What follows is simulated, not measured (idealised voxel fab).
process module | voxel capacitor over wiring
cross-section cut | 240 nm wide | cells 5 nm
A cross-section is a grid of square cells, given in bands from the top down. A band is one or more rows of cells.
Each band's line starts with the height of the band's top and of its bottom, in nm. Then come its materials from left to right, each with its width in nm. One material with "throughout" fills the band from edge to edge. "air" is empty space.
Height 0 is the level under which the wafer as received is all one material. The lowest band goes on downwards, as in "0 down".
A width such as "30 to 40" changes by the same amount from each row of cells to the next, from the band's top row to its bottom row.
"no change" after a step means that no cell of the cross-section changed.
closed voids: empty space of 8 cells or more with no open way to the top, each as width x height at its distance from the left edge, in nm
after a step's settings: what the simulator itself notes on the step
overlay nm, on a step with a mask: how far to the right of its planned place the mask lay; to the left if negative
plan
1 op RECEIVE | material Si
2 op CONFORMAL_DEP | material SiO2 | thk nm 10
3 op CONFORMAL_DEP | material SiCN | thk nm 5
4 op DIRECTIONAL_DEP | material SiO2 | thk nm 15
5 op DIRECTIONAL_DEP | material aC | thk nm 10
6 op PATTERN | tone open | mask id METAL_1 | material resist | width nm 20 | pitch nm 80 | thk nm 30 | overlay nm 0
7 op DIRECTIONAL_ETCH | etch materials aC | depth nm 10
8 op STRIP | etch materials resist
9 op DIRECTIONAL_ETCH | etch materials SiO2 | depth nm 15
10 op DIRECTIONAL_ETCH | etch materials SiCN | depth nm 5
11 op STRIP | etch materials aC
12 op CONFORMAL_DEP | material TiN | thk nm 5
13 op FILL_DEP | material W | thk nm 10
14 op CMP | height nm 30
15 op EPI | material Ru | thk nm 5
16 op FILL_DEP | material SiCN | thk nm 5
17 op DIRECTIONAL_DEP | material lowk | thk nm 15
18 op MASKED_ETCH | tone open | mask id PLUG_1 | width nm 15 | etch materials lowk | depth nm 15 | overlay nm 0
19 op MASKED_ETCH | tone open | mask id PLUG_1 | width nm 15 | etch materials SiCN | depth nm 5 | overlay nm 0
20 op CONFORMAL_DEP | material TiN | thk nm 5
21 op FILL_DEP | material Ru | thk nm 5
22 op CMP | height nm 55
23 op DIRECTIONAL_DEP | material TiN | thk nm 5
24 op DIRECTIONAL_DEP | material SiN | thk nm 5
25 op DIRECTIONAL_DEP | material TiN | thk nm 5
26 op MASKED_ETCH | tone cover | mask id UPPER_PLATE | width nm 65 | etch materials TiN | depth nm 5 | overlay nm 0
27 op MASKED_ETCH | tone cover | mask id UPPER_PLATE | width nm 65 | etch materials SiN | depth nm 5 | overlay nm 0
28 op DIRECTIONAL_DEP | material aC | thk nm 15
29 op PATTERN | tone cover | mask id LOWER_PLATE | material resist | width nm 75 | thk nm 30 | overlay nm 0
30 op DIRECTIONAL_ETCH | etch materials aC | depth nm 15
31 op STRIP | etch materials resist
32 op DIRECTIONAL_ETCH | etch materials TiN | depth nm 5
33 op STRIP | etch materials aC
34 op FILL_DEP | material SiO2 | thk nm 20
35 op CMP | height nm 85
36 op PATTERN | tone open | mask id PLUG_2 | material resist | width nm 15 | thk nm 15 | overlay nm 0
37 op DIRECTIONAL_ETCH | etch materials SiO2 | depth nm 15
38 op STRIP | etch materials resist
39 op CONFORMAL_DEP | material TiN | thk nm 5
40 op FILL_DEP | material Cu | thk nm 10
41 op CMP | height nm 85
42 op CONFORMAL_DEP | material SiCN | thk nm 5
first wafer, as planned
as received, after step 1
  0 down: Si throughout
  closed voids: none
after step 2
  10 to 0: SiO2 throughout
  below 0: unchanged
after step 3
  15 to 10: SiCN throughout
  below 10: unchanged
after step 4
  30 to 15: SiO2 throughout
  below 15: unchanged
after step 5
  40 to 30: aC throughout
  below 30: unchanged
after step 6
  70 to 40: resist 70 | air 20 | resist 60 | air 20 | resist 70
  below 40: unchanged
after step 7
  60 to 40: resist 70 | air 20 | resist 60 | air 20 | resist 70
  40 to 30: aC 70 | air 20 | aC 60 | air 20 | aC 70
  below 30: unchanged
after step 8
  40 to 30: aC 70 | air 20 | aC 60 | air 20 | aC 70
  below 30: unchanged
after step 9
  40 to 30: aC 70 | air 20 | aC 60 | air 20 | aC 70
  30 to 15: SiO2 70 | air 20 | SiO2 60 | air 20 | SiO2 70
  below 15: unchanged
after step 10
  40 to 30: aC 70 | air 20 | aC 60 | air 20 | aC 70
  30 to 15: SiO2 70 | air 20 | SiO2 60 | air 20 | SiO2 70
  15 to 10: SiCN 70 | air 20 | SiCN 60 | air 20 | SiCN 70
  below 10: unchanged
after step 11
  30 to 15: SiO2 70 | air 20 | SiO2 60 | air 20 | SiO2 70
  below 15: unchanged
after step 12
  35 to 30: TiN 75 | air 10 | TiN 70 | air 10 | TiN 75
  30 to 15: SiO2 70 | TiN 5 | air 10 | TiN 5 | SiO2 60 | TiN 5 | air 10 | TiN 5 | SiO2 70
  15 to 10: SiCN 70 | TiN 20 | SiCN 60 | TiN 20 | SiCN 70
  below 10: unchanged
after step 13
  45 to 35: W throughout
  35 to 30: TiN 75 | W 10 | TiN 70 | W 10 | TiN 75
  30 to 15: SiO2 70 | TiN 5 | W 10 | TiN 5 | SiO2 60 | TiN 5 | W 10 | TiN 5 | SiO2 70
  below 15: unchanged
after step 14
  30 to 15: SiO2 70 | TiN 5 | W 10 | TiN 5 | SiO2 60 | TiN 5 | W 10 | TiN 5 | SiO2 70
  below 15: unchanged
after step 15
  35 to 30: air 65 | Ru 30 | air 50 | Ru 30 | air 65
  below 30: unchanged
after step 16
  40 to 35: SiCN throughout
  35 to 30: SiCN 65 | Ru 30 | SiCN 50 | Ru 30 | SiCN 65
  below 30: unchanged
after step 17
  55 to 40: lowk throughout
  below 40: unchanged
after step 18
  55 to 40: lowk 75 | air 15 | lowk 150
  below 40: unchanged
after step 19
  55 to 40: lowk 75 | air 15 | lowk 150
  40 to 35: SiCN 75 | air 15 | SiCN 150
  below 35: unchanged
after step 20
  60 to 55: TiN 80 | air 5 | TiN 155
  55 to 40: lowk 75 | TiN 5 | air 5 | TiN 5 | lowk 150
  40 to 35: SiCN 75 | TiN 15 | SiCN 150
  below 35: unchanged
after step 21
  65 to 60: Ru throughout
  60 to 55: TiN 80 | Ru 5 | TiN 155
  55 to 40: lowk 75 | TiN 5 | Ru 5 | TiN 5 | lowk 150
  below 40: unchanged
after step 22
  55 to 40: lowk 75 | TiN 5 | Ru 5 | TiN 5 | lowk 150
  below 40: unchanged
after step 23
  60 to 55: TiN throughout
  below 55: unchanged
after step 24
  65 to 60: SiN throughout
  below 60: unchanged
after step 25
  70 to 65: TiN throughout
  below 65: unchanged
after step 26
  70 to 65: air 75 | TiN 65 | air 100
  below 65: unchanged
after step 27
  70 to 65: air 75 | TiN 65 | air 100
  65 to 60: air 75 | SiN 65 | air 100
  below 60: unchanged
after step 28
  85 to 75: air 75 | aC 65 | air 100
  75 to 70: aC throughout
  70 to 65: aC 75 | TiN 65 | aC 100
  65 to 60: aC 75 | SiN 65 | aC 100
  below 60: unchanged
after step 29
  115 to 85: air 70 | resist 75 | air 95
  85 to 75: air 70 | resist 5 | aC 65 | resist 5 | air 95
  below 75: unchanged
after step 30
  100 to 85: air 70 | resist 75 | air 95
  85 to 75: air 70 | resist 5 | aC 65 | resist 5 | air 95
  75 to 70: air 70 | aC 75 | air 95
  70 to 65: air 70 | aC 5 | TiN 65 | aC 5 | air 95
  65 to 60: air 70 | aC 5 | SiN 65 | aC 5 | air 95
  below 60: unchanged
after step 31
  85 to 75: air 75 | aC 65 | air 100
  below 75: unchanged
after step 32
  85 to 75: air 75 | aC 65 | air 100
  75 to 70: air 70 | aC 75 | air 95
  70 to 65: air 70 | aC 5 | TiN 65 | aC 5 | air 95
  65 to 60: air 70 | aC 5 | SiN 65 | aC 5 | air 95
  60 to 55: air 70 | TiN 75 | air 95
  below 55: unchanged
after step 33
  70 to 65: air 75 | TiN 65 | air 100
  65 to 60: air 75 | SiN 65 | air 100
  below 60: unchanged
after step 34
  90 to 70: SiO2 throughout
  70 to 65: SiO2 75 | TiN 65 | SiO2 100
  65 to 60: SiO2 75 | SiN 65 | SiO2 100
  60 to 55: SiO2 70 | TiN 75 | SiO2 95
  below 55: unchanged
after step 35
  85 to 70: SiO2 throughout
  below 70: unchanged
after step 36
  100 to 85: resist 85 | air 15 | resist 140
  below 85: unchanged
after step 37
  100 to 85: resist 85 | air 15 | resist 140
  85 to 70: SiO2 85 | air 15 | SiO2 140
  below 70: unchanged
after step 38
  85 to 70: SiO2 85 | air 15 | SiO2 140
  below 70: unchanged
after step 39
  90 to 85: TiN 90 | air 5 | TiN 145
  85 to 75: SiO2 85 | TiN 5 | air 5 | TiN 5 | SiO2 140
  75 to 65: SiO2 85 to 75 | TiN 15 to 65 | SiO2 140 to 100
  below 65: unchanged
after step 40
  100 to 90: Cu throughout
  90 to 85: TiN 90 | Cu 5 | TiN 145
  85 to 75: SiO2 85 | TiN 5 | Cu 5 | TiN 5 | SiO2 140
  below 75: unchanged
after step 41
  85 to 75: SiO2 85 | TiN 5 | Cu 5 | TiN 5 | SiO2 140
  below 75: unchanged
after step 42
  90 to 85: SiCN throughout
  below 85: unchanged
second wafer: like start, like plan, one mistake. Through step 35 it matches the first wafer
when step 36 should have ended
  100 to 85: resist 75 | air 15 | resist 150
  below 85: unchanged
when step 37 should have ended
  100 to 85: resist 75 | air 15 | resist 150
  85 to 70: SiO2 75 | air 15 | SiO2 150
  below 70: unchanged
when step 38 should have ended
  85 to 70: SiO2 75 | air 15 | SiO2 150
  below 70: unchanged
when step 39 should have ended
  90 to 85: TiN 80 | air 5 | TiN 155
  85 to 75: SiO2 75 | TiN 5 | air 5 | TiN 5 | SiO2 150
  75 to 65: SiO2 75 | TiN 15 to 65 | SiO2 150 to 100
  below 65: unchanged
when step 40 should have ended
  100 to 90: Cu throughout
  90 to 85: TiN 80 | Cu 5 | TiN 155
  85 to 75: SiO2 75 | TiN 5 | Cu 5 | TiN 5 | SiO2 150
  below 75: unchanged
when step 41 should have ended
  85 to 75: SiO2 75 | TiN 5 | Cu 5 | TiN 5 | SiO2 150
  below 75: unchanged
when step 42 should have ended
  90 to 85: SiCN throughout
  below 85: unchanged
what went wrong: step 36 ran as: op PATTERN | tone open | mask id PLUG_2 | material resist | width nm 15 | thk nm 15 | overlay nm -10
at the end the second wafer has, in cells: as many of each material as the first, in other places
